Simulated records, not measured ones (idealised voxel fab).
The document below concerns the process module designated voxel gate over fins.
The cross-section shown here is cut; it is 270 nm wide and divided into square cells measuring 5 nm on a side.
For the purposes of this document, a cross-section shall be understood as a grid of square cells, specified as bands listed in top-to-bottom order, each band consisting of one or more rows of cells. Basically the band line says how high the top is and how high the bottom is, in nm, and then what's in it from left to right, every material with its width in nm. Empty space shows up as "blank", and if a single material carries "throughout" it runs the full band edge to edge. Height datum 0, below which the as-received substrate wafer is one material. Lowest band open at the bottom, running downward: "from 0 down". Note: "30 to 40" means the width goes from the first number (top row of the band) to the second number (bottom row) in equal steps per row of cells. "no modifications", as given for a step, is the statement that not any cell of the cross-section underwent a change during that step. In the "Closed void table" entry, you get each enclosed empty space of 8 cells or more, one with no open way to the top, written width x height at distance, distance from the left edge, in nm. On each step's line, the part that comes after the settings is the simulator's own comment on the step. overlay nm: right-of-plan distance of the mask on a masked step; negative values mean left-of-plan.
### plan
| 1 | RECEIVE with material Si |
| 2 | CONFORMAL_DEP with material SiN, thk nm 10 |
| 3 | MASKED_ETCH with tone cover, mask id FINS, width nm 15, pitch nm 45, etch materials SiN, depth nm 10, overlay nm 0 |
| 4 | MASKED_ETCH with tone cover, mask id FINS, width nm 15, pitch nm 45, etch materials Si, depth nm 35, overlay nm 0 |
| 5 | FILL_DEP with material SiO2, thk nm 15 |
| 6 | CMP with height nm 10 |
| 7 | SELECTIVE_ETCH with etch materials SiO2, depth nm 20 |
| 8 | STRIP with etch materials SiN |
| 9 | CONFORMAL_DEP with material HfO2, thk nm 5 |
| 10 | CONFORMAL_DEP with material TiN, thk nm 5 |
| 11 | FILL_DEP with material W, thk nm 10 |
| 12 | CMP with height nm 15 |
| 13 | CONFORMAL_DEP with material SiCN, thk nm 5 |
### As-received wafer cross-section (after step 1)
  from 0 down = Si throughout
  Closed void table: none
### First of two wafers: cross-section at end of module, run per plan
  from 20 to 15 = SiCN throughout
  from 15 to 10 = W throughout
  from 10 to 5 = 50 of W, then 35 of TiN, then 10 of W, then 35 of TiN, then 10 of W, then 35 of TiN, then 10 of W, then 35 of TiN, then 50 of W
  from 5 to 0 = 50 of W, then 5 of TiN, then 25 of HfO2, then 5 of TiN, then 10 of W, then 5 of TiN, then 25 of HfO2, then 5 of TiN, then 10 of W, then 5 of TiN, then 25 of HfO2, then 5 of TiN, then 10 of W, then 5 of TiN, then 25 of HfO2, then 5 of TiN, then 50 of W
  from 0 to -5 = 55 of TiN, then 5 of HfO2, then 15 of Si, then 5 of HfO2, then 20 of TiN, then 5 of HfO2, then 15 of Si, then 5 of HfO2, then 20 of TiN, then 5 of HfO2, then 15 of Si, then 5 of HfO2, then 20 of TiN, then 5 of HfO2, then 15 of Si, then 5 of HfO2, then 55 of TiN
  from -5 to -10 = 60 of HfO2, then 15 of Si, then 30 of HfO2, then 15 of Si, then 30 of HfO2, then 15 of Si, then 30 of HfO2, then 15 of Si, then 60 of HfO2
  from -10 to -35 = 60 of SiO2, then 15 of Si, then 30 of SiO2, then 15 of Si, then 30 of SiO2, then 15 of Si, then 30 of SiO2, then 15 of Si, then 60 of SiO2
  from -35 down = Si throughout
  Closed void table: none
### Second wafer through the module, sectioned at the end: same beginning and same plan as the first wafer, with one mistake in carrying it out
  from 20 to 15 = SiCN throughout
  from 15 to 10 = SiN throughout
  from 10 to 5 = 50 of SiN, then 35 of TiN, then 10 of SiN, then 35 of TiN, then 10 of SiN, then 35 of TiN, then 10 of SiN, then 35 of TiN, then 50 of SiN
  from 5 to 0 = 50 of SiN, then 5 of TiN, then 25 of HfO2, then 5 of TiN, then 10 of SiN, then 5 of TiN, then 25 of HfO2, then 5 of TiN, then 10 of SiN, then 5 of TiN, then 25 of HfO2, then 5 of TiN, then 10 of SiN, then 5 of TiN, then 25 of HfO2, then 5 of TiN, then 50 of SiN
  from 0 to -5 = 55 of TiN, then 5 of HfO2, then 15 of Si, then 5 of HfO2, then 20 of TiN, then 5 of HfO2, then 15 of Si, then 5 of HfO2, then 20 of TiN, then 5 of HfO2, then 15 of Si, then 5 of HfO2, then 20 of TiN, then 5 of HfO2, then 15 of Si, then 5 of HfO2, then 55 of TiN
  from -5 to -10 = 60 of HfO2, then 15 of Si, then 30 of HfO2, then 15 of Si, then 30 of HfO2, then 15 of Si, then 30 of HfO2, then 15 of Si, then 60 of HfO2
  from -10 to -35 = 60 of SiO2, then 15 of Si, then 30 of SiO2, then 15 of Si, then 30 of SiO2, then 15 of Si, then 30 of SiO2, then 15 of Si, then 60 of SiO2
  from -35 down = Si throughout
  Closed void table: none
Which mistake was made when the wafer was run? step 11 ran with different settings than intended, the actual operation and settings being FILL_DEP with material SiN, thk nm 10
Wrapping up, a cell-based count of both wafers puts the second over or under the first for these materials: +106 SiN; -106 W
